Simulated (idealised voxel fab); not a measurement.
Module name: voxel lift off (process module)
Square cell edge 5 nm, section width 180 nm, ID cut.
Format of a cross-section: grid, square cells. Given as bands. Order: top down. Band: one or more rows of cells.
Heads up on the band format: heights come first, top then bottom, in nm. After that it's the materials left to right, each with its width in nm. A single material flagged "all across" fills the whole band edge to edge, and "air" means there's empty space there.
Height datum 0, below which the as-received substrate wafer is one material. Lowest band open at the bottom, running downward: "0 nm and below".
The notation "30..40" denotes a width that varies across the rows of cells in the band, beginning at the first number in the top row, finishing at the second number in the bottom row, and changing by an identical amount from each row to the next.
Key: "nothing got changed" - step with no changed cell in the cross-section.
So "Closed void roster" is basically the list of trapped voids: any empty space of 8 cells or more that can't reach the top through an opening. They're written width x height at distance, the distance being from the left edge, and it's all nm.
Formally, on a step line, whatever follows the settings is a remark that the simulator itself makes on the step.
overlay nm: mask right of planned place by this much (step with mask). Neg. = left.

-- Listed below are the process steps as planned
- 1: RECEIVE, material Si
- 2: CONFORMAL_DEP, material Al2O3, thk nm 10
- 3: PATTERN, tone open, mask id LINES, material resist, width nm 20, pitch nm 40, thk nm 20, overlay nm 0
- 4: DIRECTIONAL_DEP, material Ru, thk nm 10
- 5: STRIP, etch materials resist
- 6: CONFORMAL_DEP, material SiN, thk nm 5
Every wafer here starts from the same state; it is the step 6 thk nm that distinguishes them, and the value the plan gives belongs to the first wafer.

-- Cross-sectional view of the first of several wafers in the as-received condition, corresponding to the state following step 1
  0 nm and below | Si all across
  Closed void roster: none

-- Each row below is a wafer at the end of the module, listing for every material the number of cells it has gained (+) or lost (-) since it was received, followed by its closed voids
thk nm 5; +72 Al2O3; +32 Ru; +52 SiN; Closed void roster: none
thk nm 10; +72 Al2O3; +32 Ru; +104 SiN; Closed void roster: none
thk nm 15; +72 Al2O3; +32 Ru; +144 SiN; Closed void roster: none
thk nm 20; +72 Al2O3; +32 Ru; +184 SiN; Closed void roster: none
thk nm 25; +72 Al2O3; +32 Ru; +220 SiN; Closed void roster: none
